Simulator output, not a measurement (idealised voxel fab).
The process module that follows is named voxel transistor to metal.
For reference, the cross-section in this document is cut, with width 285 nm and square cells of 5 nm.
This document writes a cross-section as a grid whose cells are square, and gives it as bands, listed from the top down; one or more rows of cells form a band.
Within each band entry, the heights of the top and of the bottom of the band appear first, in that order and in nm; the materials of the band then follow from left to right, each with its corresponding width in nm. The designation "edge to edge" on a single material indicates that it fills the band from edge to edge; the designation "empty" indicates empty space.
The level at which height equals 0 is the one under which the wafer, as it arrives, is entirely one material. No lower edge exists for the bottom band, which continues downward and is notated as in "0 -> down".
Note: "30 to 40" means the width goes from the first number (top row of the band) to the second number (bottom row) in equal steps per row of cells.
The designation "nothing different", where it is given for a processing step, indicates that no cell of the cross-section was altered in the course of that step.
In the "Encapsulated voids" entry, you get each enclosed empty space of 8 cells or more, one with no open way to the top, written width x height at distance, distance from the left edge, in nm.
If you see something after the settings on a step's line, that's the simulator's own remark about that step.
Regarding "overlay nm": on a step with a mask, it is the distance the mask lay to the right of its planned place; a negative value places it to the left.
Everything after this point is organized in pairs: a cross-section before one process step, a cross-section after it that shows only as deep as the lowest changed band, and, under the pair, the intervening step with its settings. Because different runs of this module on the same starting wafer can supply different pairs, a pair continues from the pair above it only if its entry headed "Ahead of processing" says so.
Ahead of processing
30 -> 20 = empty: 70 / SiCN: 20 / empty: 105 / SiCN: 20 / empty: 70
20 -> 0 = empty: 70 / polySi: 20 / empty: 105 / polySi: 20 / empty: 70
0 -> -5 = SiO2: 35 / empty: 35 / polySi: 20 / empty: 55 / SiO2: 15 / empty: 35 / polySi: 20 / empty: 55 / SiO2: 15
-5 -> -10 = SiO2 edge to edge
-10 -> -30 = SiO2: 40 / Si: 100 / SiO2: 25 / Si: 100 / SiO2: 20
-30 -> down = Si edge to edge
Encapsulated voids: none
Post-Step Geometry
40 -> 30 = empty: 60 / SiN: 40 / empty: 85 / SiN: 40 / empty: 60
30 -> 20 = empty: 60 / SiN: 10 / SiCN: 20 / SiN: 10 / empty: 85 / SiN: 10 / SiCN: 20 / SiN: 10 / empty: 60
20 -> 10 = empty: 60 / SiN: 10 / polySi: 20 / SiN: 10 / empty: 85 / SiN: 10 / polySi: 20 / SiN: 10 / empty: 60
10 -> 5 = SiN: 45 / empty: 15 / SiN: 10 / polySi: 20 / SiN: 10 / empty: 35 / SiN: 35 / empty: 15 / SiN: 10 / polySi: 20 / SiN: 10 / empty: 35 / SiN: 25
5 -> 0 = SiN: 70 / polySi: 20 / SiN: 105 / polySi: 20 / SiN: 70
0 -> -5 = SiO2: 35 / SiN: 35 / polySi: 20 / SiN: 55 / SiO2: 15 / SiN: 35 / polySi: 20 / SiN: 55 / SiO2: 15
below -5: unchanged
Encapsulated voids: none
Process step bridging the above cross-sections: CONFORMAL_DEP,material SiN,thk nm 10
Ahead of processing: cross-section not repeated; it is the one shown after the step in the pair just above.
Post-Step Geometry
30 -> 20 = empty: 60 / SiN: 10 / SiCN: 20 / SiN: 10 / empty: 85 / SiN: 10 / SiCN: 20 / SiN: 10 / empty: 60
20 -> 0 = empty: 60 / SiN: 10 / polySi: 20 / SiN: 10 / empty: 85 / SiN: 10 / polySi: 20 / SiN: 10 / empty: 60
0 -> -5 = SiO2: 35 / SiN: 10 / empty: 15 / SiN: 10 / polySi: 20 / SiN: 10 / empty: 35 / SiN: 10 / SiO2: 15 / SiN: 10 / empty: 15 / SiN: 10 / polySi: 20 / SiN: 10 / empty: 35 / SiN: 10 / SiO2: 15
below -5: unchanged
Encapsulated voids: none
Process step bridging the above cross-sections: DIRECTIONAL_ETCH,etch materials SiN,depth nm 10
Ahead of processing: cross-section not repeated; it is the one shown after the step in the pair just above.
Post-Step Geometry
30 -> 20 = empty: 60 / SiN: 10 / SiCN: 20 / SiN: 10 / empty: 85 / SiN: 10 / SiCN: 20 / SiN: 10 / empty: 60
20 -> 0 = empty: 60 / SiN: 10 / polySi: 20 / SiN: 10 / empty: 85 / SiN: 10 / polySi: 20 / SiN: 10 / empty: 60
0 -> -5 = empty: 35 / SiN: 10 / empty: 15 / SiN: 10 / polySi: 20 / SiN: 10 / empty: 35 / SiN: 10 / empty: 15 / SiN: 10 / empty: 15 / SiN: 10 / polySi: 20 / SiN: 10 / empty: 35 / SiN: 10 / empty: 15
-5 -> -10 = SiO2: 45 / empty: 15 / SiO2: 40 / empty: 35 / SiO2: 35 / empty: 15 / SiO2: 40 / empty: 35 / SiO2: 25
below -10: unchanged
Encapsulated voids: none
Process step bridging the above cross-sections: DIRECTIONAL_ETCH,etch materials SiO2,depth nm 5
Ahead of processing: cross-section not repeated; it is the one shown after the step in the pair just above.
Post-Step Geometry
30 -> 20 = empty: 60 / SiN: 10 / SiCN: 20 / SiN: 10 / empty: 85 / SiN: 10 / SiCN: 20 / SiN: 10 / empty: 60
20 -> 0 = empty: 60 / SiN: 10 / polySi: 20 / SiN: 10 / empty: 85 / SiN: 10 / polySi: 20 / SiN: 10 / empty: 60
0 -> -5 = empty: 35 / SiN: 10 / empty: 15 / SiN: 10 / polySi: 20 / SiN: 10 / empty: 35 / SiN: 10 / empty: 15 / SiN: 10 / empty: 15 / SiN: 10 / polySi: 20 / SiN: 10 / empty: 35 / SiN: 10 / empty: 15
-5 -> -10 = SiO2: 45 / SiGe: 15 / SiO2: 40 / SiGe: 35 / SiO2: 35 / SiGe: 15 / SiO2: 40 / SiGe: 35 / SiO2: 25
below -10: unchanged
Encapsulated voids: none
Process step bridging the above cross-sections: EPI,material SiGe,thk nm 5
Ahead of processing: cross-section not repeated; it is the one shown after the step in the pair just above.
Post-Step Geometry
40 -> 30 = SiO2 edge to edge
30 -> 20 = SiO2: 60 / SiN: 10 / SiCN: 20 / SiN: 10 / SiO2: 85 / SiN: 10 / SiCN: 20 / SiN: 10 / SiO2: 60
20 -> 0 = SiO2: 60 / SiN: 10 / polySi: 20 / SiN: 10 / SiO2: 85 / SiN: 10 / polySi: 20 / SiN: 10 / SiO2: 60
0 -> -5 = SiO2: 35 / SiN: 10 / SiO2: 15 / SiN: 10 / polySi: 20 / SiN: 10 / SiO2: 35 / SiN: 10 / SiO2: 15 / SiN: 10 / SiO2: 15 / SiN: 10 / polySi: 20 / SiN: 10 / SiO2: 35 / SiN: 10 / SiO2: 15
below -5: unchanged
Encapsulated voids: none
Process step bridging the above cross-sections: FILL_DEP,material SiO2,thk nm 10
Ahead of processing: cross-section not repeated; it is the one shown after the step in the pair just above.
Post-Step Geometry
30 -> 20 = SiO2: 60 / SiN: 10 / SiCN: 20 / SiN: 10 / SiO2: 85 / SiN: 10 / SiCN: 20 / SiN: 10 / SiO2: 60
below 20: unchanged
Encapsulated voids: none
Process step bridging the above cross-sections: CMP,height nm 30
Ahead of processing: cross-section not repeated; it is the one shown after the step in the pair just above.
Post-Step Geometry
45 -> 30 = SiO2 edge to edge
below 30: unchanged
Encapsulated voids: none
Process step bridging the above cross-sections: DIRECTIONAL_DEP,material SiO2,thk nm 15
Ahead of processing: cross-section not repeated; it is the one shown after the step in the pair just above.
Post-Step Geometry
45 -> 30 = SiO2: 35 / empty: 30 / SiO2: 30 / empty: 30 / SiO2: 35 / empty: 30 / SiO2: 30 / empty: 30 / SiO2: 35
30 -> 20 = SiO2: 35 / empty: 25 / SiN: 10 / SiCN: 20 / SiN: 10 / empty: 25 / SiO2: 35 / empty: 25 / SiN: 10 / SiCN: 20 / SiN: 10 / empty: 25 / SiO2: 35
20 -> 0 = SiO2: 35 / empty: 25 / SiN: 10 / polySi: 20 / SiN: 10 / empty: 25 / SiO2: 35 / empty: 25 / SiN: 10 / polySi: 20 / SiN: 10 / empty: 25 / SiO2: 35
0 -> -5 = SiO2: 35 / SiN: 10 / empty: 15 / SiN: 10 / polySi: 20 / SiN: 10 / empty: 25 / SiO2: 10 / SiN: 10 / SiO2: 15 / SiN: 10 / empty: 15 / SiN: 10 / polySi: 20 / SiN: 10 / empty: 25 / SiO2: 10 / SiN: 10 / SiO2: 15
below -5: unchanged
Encapsulated voids: none
Process step bridging the above cross-sections: MASKED_ETCH,tone open,mask id CONTACT,width nm 30,etch materials SiO2,depth nm 50,overlay nm 0
Ahead of processing: cross-section not repeated; it is the one shown after the step in the pair just above.
Post-Step Geometry
50 -> 45 = TiN: 40 / empty: 20 / TiN: 40 / empty: 20 / TiN: 45 / empty: 20 / TiN: 40 / empty: 20 / TiN: 40
45 -> 35 = SiO2: 35 / TiN: 5 / empty: 20 / TiN: 5 / SiO2: 30 / TiN: 5 / empty: 20 / TiN: 5 / SiO2: 35 / TiN: 5 / empty: 20 / TiN: 5 / SiO2: 30 / TiN: 5 / empty: 20 / TiN: 5 / SiO2: 35
35 -> 30 = SiO2: 35 / TiN: 5 / empty: 15 / TiN: 10 / SiO2: 30 / TiN: 10 / empty: 15 / TiN: 5 / SiO2: 35 / TiN: 5 / empty: 15 / TiN: 10 / SiO2: 30 / TiN: 10 / empty: 15 / TiN: 5 / SiO2: 35
30 -> 20 = SiO2: 35 / TiN: 5 / empty: 15 / TiN: 5 / SiN: 10 / SiCN: 20 / SiN: 10 / TiN: 5 / empty: 15 / TiN: 5 / SiO2: 35 / TiN: 5 / empty: 15 / TiN: 5 / SiN: 10 / SiCN: 20 / SiN: 10 / TiN: 5 / empty: 15 / TiN: 5 / SiO2: 35
20 -> 5 = SiO2: 35 / TiN: 5 / empty: 15 / TiN: 5 / SiN: 10 / polySi: 20 / SiN: 10 / TiN: 5 / empty: 15 / TiN: 5 / SiO2: 35 / TiN: 5 / empty: 15 / TiN: 5 / SiN: 10 / polySi: 20 / SiN: 10 / TiN: 5 / empty: 15 / TiN: 5 / SiO2: 35
5 -> 0 = SiO2: 35 / TiN: 15 / empty: 5 / TiN: 5 / SiN: 10 / polySi: 20 / SiN: 10 / TiN: 5 / empty: 15 / TiN: 5 / SiO2: 35 / TiN: 15 / empty: 5 / TiN: 5 / SiN: 10 / polySi: 20 / SiN: 10 / TiN: 5 / empty: 15 / TiN: 5 / SiO2: 35
0 -> -5 = SiO2: 35 / SiN: 10 / TiN: 15 / SiN: 10 / polySi: 20 / SiN: 10 / TiN: 25 / SiO2: 10 / SiN: 10 / SiO2: 15 / SiN: 10 / TiN: 15 / SiN: 10 / polySi: 20 / SiN: 10 / TiN: 25 / SiO2: 10 / SiN: 10 / SiO2: 15
below -5: unchanged
Encapsulated voids: none
Process step bridging the above cross-sections: CONFORMAL_DEP,material TiN,thk nm 5
Ahead of processing: cross-section not repeated; it is the one shown after the step in the pair just above.
Post-Step Geometry
60 -> 50 = W edge to edge
50 -> 45 = TiN: 40 / W: 20 / TiN: 40 / W: 20 / TiN: 45 / W: 20 / TiN: 40 / W: 20 / TiN: 40
45 -> 35 = SiO2: 35 / TiN: 5 / W: 20 / TiN: 5 / SiO2: 30 / TiN: 5 / W: 20 / TiN: 5 / SiO2: 35 / TiN: 5 / W: 20 / TiN: 5 / SiO2: 30 / TiN: 5 / W: 20 / TiN: 5 / SiO2: 35
35 -> 30 = SiO2: 35 / TiN: 5 / W: 15 / TiN: 10 / SiO2: 30 / TiN: 10 / W: 15 / TiN: 5 / SiO2: 35 / TiN: 5 / W: 15 / TiN: 10 / SiO2: 30 / TiN: 10 / W: 15 / TiN: 5 / SiO2: 35
30 -> 20 = SiO2: 35 / TiN: 5 / W: 15 / TiN: 5 / SiN: 10 / SiCN: 20 / SiN: 10 / TiN: 5 / W: 15 / TiN: 5 / SiO2: 35 / TiN: 5 / W: 15 / TiN: 5 / SiN: 10 / SiCN: 20 / SiN: 10 / TiN: 5 / W: 15 / TiN: 5 / SiO2: 35
20 -> 5 = SiO2: 35 / TiN: 5 / W: 15 / TiN: 5 / SiN: 10 / polySi: 20 / SiN: 10 / TiN: 5 / W: 15 / TiN: 5 / SiO2: 35 / TiN: 5 / W: 15 / TiN: 5 / SiN: 10 / polySi: 20 / SiN: 10 / TiN: 5 / W: 15 / TiN: 5 / SiO2: 35
5 -> 0 = SiO2: 35 / TiN: 15 / W: 5 / TiN: 5 / SiN: 10 / polySi: 20 / SiN: 10 / TiN: 5 / W: 15 / TiN: 5 / SiO2: 35 / TiN: 15 / W: 5 / TiN: 5 / SiN: 10 / polySi: 20 / SiN: 10 / TiN: 5 / W: 15 / TiN: 5 / SiO2: 35
below 0: unchanged
Encapsulated voids: none
Process step bridging the above cross-sections: FILL_DEP,material W,thk nm 10
Ahead of processing: cross-section not repeated; it is the one shown after the step in the pair just above.
Post-Step Geometry
45 -> 35 = SiO2: 35 / TiN: 5 / W: 20 / TiN: 5 / SiO2: 30 / TiN: 5 / W: 20 / TiN: 5 / SiO2: 35 / TiN: 5 / W: 20 / TiN: 5 / SiO2: 30 / TiN: 5 / W: 20 / TiN: 5 / SiO2: 35
below 35: unchanged
Encapsulated voids: none
Process step bridging the above cross-sections: CMP,height nm 45
Ahead of processing: cross-section not repeated; it is the one shown after the step in the pair just above.
Post-Step Geometry
50 -> 45 = SiCN edge to edge
below 45: unchanged
Encapsulated voids: none
Process step bridging the above cross-sections: CONFORMAL_DEP,material SiCN,thk nm 5
Ahead of processing: cross-section not repeated; it is the one shown after the step in the pair just above.
Post-Step Geometry
75 -> 50 = lowk edge to edge
below 50: unchanged
Encapsulated voids: none
Process step bridging the above cross-sections: DIRECTIONAL_DEP,material lowk,thk nm 25
Ahead of processing: cross-section not repeated; it is the one shown after the step in the pair just above.
Post-Step Geometry
75 -> 50 = lowk: 35 / empty: 15 / lowk: 60 / empty: 15 / lowk: 35 / empty: 15 / lowk: 60 / empty: 15 / lowk: 35
below 50: unchanged
Encapsulated voids: none
Process step bridging the above cross-sections: MASKED_ETCH,tone open,mask id METAL_1,width nm 15,etch materials lowk,depth nm 25,overlay nm 0
Ahead of processing: cross-section not repeated; it is the one shown after the step in the pair just above.
Post-Step Geometry
75 -> 50 = lowk: 35 / empty: 15 / lowk: 60 / empty: 15 / lowk: 35 / empty: 15 / lowk: 60 / empty: 15 / lowk: 35
50 -> 45 = SiCN: 35 / empty: 15 / SiCN: 60 / empty: 15 / SiCN: 35 / empty: 15 / SiCN: 60 / empty: 15 / SiCN: 35
below 45: unchanged
Encapsulated voids: none
Process step bridging the above cross-sections: MASKED_ETCH,tone open,mask id METAL_1,width nm 15,etch materials SiCN,depth nm 5,overlay nm 0
Ahead of processing: cross-section not repeated; it is the one shown after the step in the pair just above.
Post-Step Geometry
80 -> 75 = TiN: 40 / empty: 5 / TiN: 70 / empty: 5 / TiN: 45 / empty: 5 / TiN: 70 / empty: 5 / TiN: 40
75 -> 50 = lowk: 35 / TiN: 5 / empty: 5 / TiN: 5 / lowk: 60 / TiN: 5 / empty: 5 / TiN: 5 / lowk: 35 / TiN: 5 / empty: 5 / TiN: 5 / lowk: 60 / TiN: 5 / empty: 5 / TiN: 5 / lowk: 35
50 -> 45 = SiCN: 35 / TiN: 15 / SiCN: 60 / TiN: 15 / SiCN: 35 / TiN: 15 / SiCN: 60 / TiN: 15 / SiCN: 35
below 45: unchanged
Encapsulated voids: none
Process step bridging the above cross-sections: CONFORMAL_DEP,material TiN,thk nm 5
Ahead of processing: cross-section not repeated; it is the one shown after the step in the pair just above.
Post-Step Geometry
90 -> 80 = Ru edge to edge
80 -> 75 = TiN: 40 / Ru: 5 / TiN: 70 / Ru: 5 / TiN: 45 / Ru: 5 / TiN: 70 / Ru: 5 / TiN: 40
75 -> 50 = lowk: 35 / TiN: 5 / Ru: 5 / TiN: 5 / lowk: 60 / TiN: 5 / Ru: 5 / TiN: 5 / lowk: 35 / TiN: 5 / Ru: 5 / TiN: 5 / lowk: 60 / TiN: 5 / Ru: 5 / TiN: 5 / lowk: 35
below 50: unchanged
Encapsulated voids: none
Process step bridging the above cross-sections: FILL_DEP,material Ru,thk nm 10
Ahead of processing: cross-section not repeated; it is the one shown after the step in the pair just above.
Post-Step Geometry
75 -> 50 = lowk: 35 / TiN: 5 / Ru: 5 / TiN: 5 / lowk: 60 / TiN: 5 / Ru: 5 / TiN: 5 / lowk: 35 / TiN: 5 / Ru: 5 / TiN: 5 / lowk: 60 / TiN: 5 / Ru: 5 / TiN: 5 / lowk: 35
below 50: unchanged
Encapsulated voids: none
Process step bridging the above cross-sections: CMP,height nm 75
Ahead of processing: cross-section not repeated; it is the one shown after the step in the pair just above.
Post-Step Geometry
80 -> 75 = empty: 30 / Ru: 25 / empty: 50 / Ru: 25 / empty: 25 / Ru: 25 / empty: 50 / Ru: 25 / empty: 30
below 75: unchanged
Encapsulated voids: none
Process step bridging the above cross-sections: EPI,material Ru,thk nm 5
Ahead of processing: cross-section not repeated; it is the one shown after the step in the pair just above.
Post-Step Geometry
85 -> 80 = SiCN edge to edge
80 -> 75 = SiCN: 30 / Ru: 25 / SiCN: 50 / Ru: 25 / SiCN: 25 / Ru: 25 / SiCN: 50 / Ru: 25 / SiCN: 30
below 75: unchanged
Encapsulated voids: none
Process step bridging the above cross-sections: FILL_DEP,material SiCN,thk nm 5
Ahead of processing
45 -> 35 = SiO2: 35 / TiN: 5 / W: 20 / TiN: 5 / SiO2: 30 / TiN: 5 / W: 20 / TiN: 5 / SiO2: 35 / TiN: 5 / W: 20 / TiN: 5 / SiO2: 30 / TiN: 5 / W: 20 / TiN: 5 / SiO2: 35
35 -> 30 = SiO2: 35 / TiN: 5 / W: 15 / TiN: 10 / SiO2: 30 / TiN: 10 / W: 15 / TiN: 5 / SiO2: 35 / TiN: 5 / W: 15 / TiN: 10 / SiO2: 30 / TiN: 10 / W: 15 / TiN: 5 / SiO2: 35
30 -> 20 = SiO2: 35 / TiN: 5 / W: 15 / TiN: 5 / SiN: 10 / SiCN: 20 / SiN: 10 / TiN: 5 / W: 15 / TiN: 5 / SiO2: 35 / TiN: 5 / W: 15 / TiN: 5 / SiN: 10 / SiCN: 20 / SiN: 10 / TiN: 5 / W: 15 / TiN: 5 / SiO2: 35
20 -> 0 = SiO2: 35 / TiN: 5 / W: 15 / TiN: 5 / SiN: 10 / polySi: 20 / SiN: 10 / TiN: 5 / W: 15 / TiN: 5 / SiO2: 35 / TiN: 5 / W: 15 / TiN: 5 / SiN: 10 / polySi: 20 / SiN: 10 / TiN: 5 / W: 15 / TiN: 5 / SiO2: 35
0 -> -5 = SiO2: 25 / SiN: 10 / TiN: 25 / SiN: 10 / polySi: 20 / SiN: 10 / TiN: 25 / SiN: 10 / SiO2: 15 / SiN: 10 / TiN: 25 / SiN: 10 / polySi: 20 / SiN: 10 / TiN: 25 / SiN: 10 / SiO2: 25
-5 -> -10 = SiO2: 35 / SiGe: 25 / SiO2: 40 / SiGe: 25 / SiO2: 35 / SiGe: 25 / SiO2: 40 / SiGe: 25 / SiO2: 35
-10 -> -30 = SiO2: 30 / Si: 100 / SiO2: 25 / Si: 100 / SiO2: 30
-30 -> down = Si edge to edge
Encapsulated voids: none
Post-Step Geometry
50 -> 45 = SiO2 edge to edge
below 45: unchanged
Encapsulated voids: none
Process step bridging the above cross-sections: CONFORMAL_DEP,material SiO2,thk nm 5
Ahead of processing: cross-section not repeated; it is the one shown after the step in the pair just above.
Post-Step Geometry
75 -> 50 = lowk edge to edge
below 50: unchanged
Encapsulated voids: none
Process step bridging the above cross-sections: DIRECTIONAL_DEP,material lowk,thk nm 25
Ahead of processing: cross-section not repeated; it is the one shown after the step in the pair just above.
Post-Step Geometry
75 -> 50 = lowk: 35 / empty: 15 / lowk: 60 / empty: 15 / lowk: 35 / empty: 15 / lowk: 60 / empty: 15 / lowk: 35
below 50: unchanged
Encapsulated voids: none
Process step bridging the above cross-sections: MASKED_ETCH,tone open,mask id METAL_1,width nm 15,etch materials lowk,depth nm 25,overlay nm 0
Ahead of processing: cross-section not repeated; it is the one shown after the step in the pair just above.
Post-Step Geometry
80 -> 75 = TiN: 40 / empty: 5 / TiN: 70 / empty: 5 / TiN: 45 / empty: 5 / TiN: 70 / empty: 5 / TiN: 40
75 -> 55 = lowk: 35 / TiN: 5 / empty: 5 / TiN: 5 / lowk: 60 / TiN: 5 / empty: 5 / TiN: 5 / lowk: 35 / TiN: 5 / empty: 5 / TiN: 5 / lowk: 60 / TiN: 5 / empty: 5 / TiN: 5 / lowk: 35
55 -> 50 = lowk: 35 / TiN: 15 / lowk: 60 / TiN: 15 / lowk: 35 / TiN: 15 / lowk: 60 / TiN: 15 / lowk: 35
below 50: unchanged
Encapsulated voids: none
Process step bridging the above cross-sections: CONFORMAL_DEP,material TiN,thk nm 5
Ahead of processing: cross-section not repeated; it is the one shown after the step in the pair just above.
Post-Step Geometry
90 -> 80 = Ru edge to edge
80 -> 75 = TiN: 40 / Ru: 5 / TiN: 70 / Ru: 5 / TiN: 45 / Ru: 5 / TiN: 70 / Ru: 5 / TiN: 40
75 -> 55 = lowk: 35 / TiN: 5 / Ru: 5 / TiN: 5 / lowk: 60 / TiN: 5 / Ru: 5 / TiN: 5 / lowk: 35 / TiN: 5 / Ru: 5 / TiN: 5 / lowk: 60 / TiN: 5 / Ru: 5 / TiN: 5 / lowk: 35
below 55: unchanged
Encapsulated voids: none
Process step bridging the above cross-sections: FILL_DEP,material Ru,thk nm 10
Ahead of processing: cross-section not repeated; it is the one shown after the step in the pair just above.
Post-Step Geometry
75 -> 55 = lowk: 35 / TiN: 5 / Ru: 5 / TiN: 5 / lowk: 60 / TiN: 5 / Ru: 5 / TiN: 5 / lowk: 35 / TiN: 5 / Ru: 5 / TiN: 5 / lowk: 60 / TiN: 5 / Ru: 5 / TiN: 5 / lowk: 35
below 55: unchanged
Encapsulated voids: none
Process step bridging the above cross-sections: CMP,height nm 75
Ahead of processing: cross-section not repeated; it is the one shown after the step in the pair just above.
Post-Step Geometry
80 -> 75 = empty: 30 / Ru: 25 / empty: 50 / Ru: 25 / empty: 25 / Ru: 25 / empty: 50 / Ru: 25 / empty: 30
below 75: unchanged
Encapsulated voids: none
Process step bridging the above cross-sections: EPI,material Ru,thk nm 5
Ahead of processing: cross-section not repeated; it is the one shown after the step in the pair just above.
Post-Step Geometry
85 -> 80 = SiCN edge to edge
80 -> 75 = SiCN: 30 / Ru: 25 / SiCN: 50 / Ru: 25 / SiCN: 25 / Ru: 25 / SiCN: 50 / Ru: 25 / SiCN: 30
below 75: unchanged
Encapsulated voids: none
Process step bridging the above cross-sections: FILL_DEP,material SiCN,thk nm 5
Ahead of processing
75 -> 50 = lowk edge to edge
50 -> 45 = SiCN edge to edge
45 -> 35 = SiO2: 35 / TiN: 5 / W: 20 / TiN: 5 / SiO2: 30 / TiN: 5 / W: 20 / TiN: 5 / SiO2: 35 / TiN: 5 / W: 20 / TiN: 5 / SiO2: 30 / TiN: 5 / W: 20 / TiN: 5 / SiO2: 35
35 -> 30 = SiO2: 35 / TiN: 5 / W: 15 / TiN: 10 / SiO2: 30 / TiN: 10 / W: 15 / TiN: 5 / SiO2: 35 / TiN: 5 / W: 15 / TiN: 10 / SiO2: 30 / TiN: 10 / W: 15 / TiN: 5 / SiO2: 35
30 -> 20 = SiO2: 35 / TiN: 5 / W: 15 / TiN: 5 / SiN: 10 / SiCN: 20 / SiN: 10 / TiN: 5 / W: 15 / TiN: 5 / SiO2: 35 / TiN: 5 / W: 15 / TiN: 5 / SiN: 10 / SiCN: 20 / SiN: 10 / TiN: 5 / W: 15 / TiN: 5 / SiO2: 35
20 -> 0 = SiO2: 35 / TiN: 5 / W: 15 / TiN: 5 / SiN: 10 / polySi: 20 / SiN: 10 / TiN: 5 / W: 15 / TiN: 5 / SiO2: 35 / TiN: 5 / W: 15 / TiN: 5 / SiN: 10 / polySi: 20 / SiN: 10 / TiN: 5 / W: 15 / TiN: 5 / SiO2: 35
0 -> -5 = SiO2: 25 / SiN: 10 / TiN: 25 / SiN: 10 / polySi: 20 / SiN: 10 / TiN: 25 / SiN: 10 / SiO2: 15 / SiN: 10 / TiN: 25 / SiN: 10 / polySi: 20 / SiN: 10 / TiN: 25 / SiN: 10 / SiO2: 25
-5 -> -10 = SiO2: 35 / SiGe: 25 / SiO2: 40 / SiGe: 25 / SiO2: 35 / SiGe: 25 / SiO2: 40 / SiGe: 25 / SiO2: 35
-10 -> -30 = SiO2: 30 / Si: 100 / SiO2: 25 / Si: 100 / SiO2: 30
-30 -> down = Si edge to edge
Encapsulated voids: none
Post-Step Geometry
75 -> 50 = empty: 35 / lowk: 15 / empty: 60 / lowk: 15 / empty: 35 / lowk: 15 / empty: 60 / lowk: 15 / empty: 35
below 50: unchanged
Encapsulated voids: none
Process step bridging the above cross-sections: MASKED_ETCH,tone cover,mask id METAL_1,width nm 15,etch materials lowk,depth nm 25,overlay nm 0
Ahead of processing: cross-section not repeated; it is the one shown after the step in the pair just above.
Post-Step Geometry
80 -> 75 = empty: 30 / TiN: 25 / empty: 50 / TiN: 25 / empty: 25 / TiN: 25 / empty: 50 / TiN: 25 / empty: 30
75 -> 55 = empty: 30 / TiN: 5 / lowk: 15 / TiN: 5 / empty: 50 / TiN: 5 / lowk: 15 / TiN: 5 / empty: 25 / TiN: 5 / lowk: 15 / TiN: 5 / empty: 50 / TiN: 5 / lowk: 15 / TiN: 5 / empty: 30
55 -> 50 = TiN: 35 / lowk: 15 / TiN: 60 / lowk: 15 / TiN: 35 / lowk: 15 / TiN: 60 / lowk: 15 / TiN: 35
below 50: unchanged
Encapsulated voids: none
Process step bridging the above cross-sections: CONFORMAL_DEP,material TiN,thk nm 5
Ahead of processing: cross-section not repeated; it is the one shown after the step in the pair just above.
Post-Step Geometry
90 -> 80 = Ru edge to edge
80 -> 75 = Ru: 30 / TiN: 25 / Ru: 50 / TiN: 25 / Ru: 25 / TiN: 25 / Ru: 50 / TiN: 25 / Ru: 30
75 -> 55 = Ru: 30 / TiN: 5 / lowk: 15 / TiN: 5 / Ru: 50 / TiN: 5 / lowk: 15 / TiN: 5 / Ru: 25 / TiN: 5 / lowk: 15 / TiN: 5 / Ru: 50 / TiN: 5 / lowk: 15 / TiN: 5 / Ru: 30
below 55: unchanged
Encapsulated voids: none
Process step bridging the above cross-sections: FILL_DEP,material Ru,thk nm 10
Ahead of processing: cross-section not repeated; it is the one shown after the step in the pair just above.
Post-Step Geometry
75 -> 55 = Ru: 30 / TiN: 5 / lowk: 15 / TiN: 5 / Ru: 50 / TiN: 5 / lowk: 15 / TiN: 5 / Ru: 25 / TiN: 5 / lowk: 15 / TiN: 5 / Ru: 50 / TiN: 5 / lowk: 15 / TiN: 5 / Ru: 30
below 55: unchanged
Encapsulated voids: none
Process step bridging the above cross-sections: CMP,height nm 75
Ahead of processing: cross-section not repeated; it is the one shown after the step in the pair just above.
Post-Step Geometry
80 -> 75 = Ru: 40 / empty: 5 / Ru: 70 / empty: 5 / Ru: 45 / empty: 5 / Ru: 70 / empty: 5 / Ru: 40
below 75: unchanged
Encapsulated voids: none
Process step bridging the above cross-sections: EPI,material Ru,thk nm 5
Ahead of processing: cross-section not repeated; it is the one shown after the step in the pair just above.
Post-Step Geometry
85 -> 80 = SiCN edge to edge
80 -> 75 = Ru: 40 / SiCN: 5 / Ru: 70 / SiCN: 5 / Ru: 45 / SiCN: 5 / Ru: 70 / SiCN: 5 / Ru: 40
below 75: unchanged
Encapsulated voids: none
Process step bridging the above cross-sections: FILL_DEP,material SiCN,thk nm 5
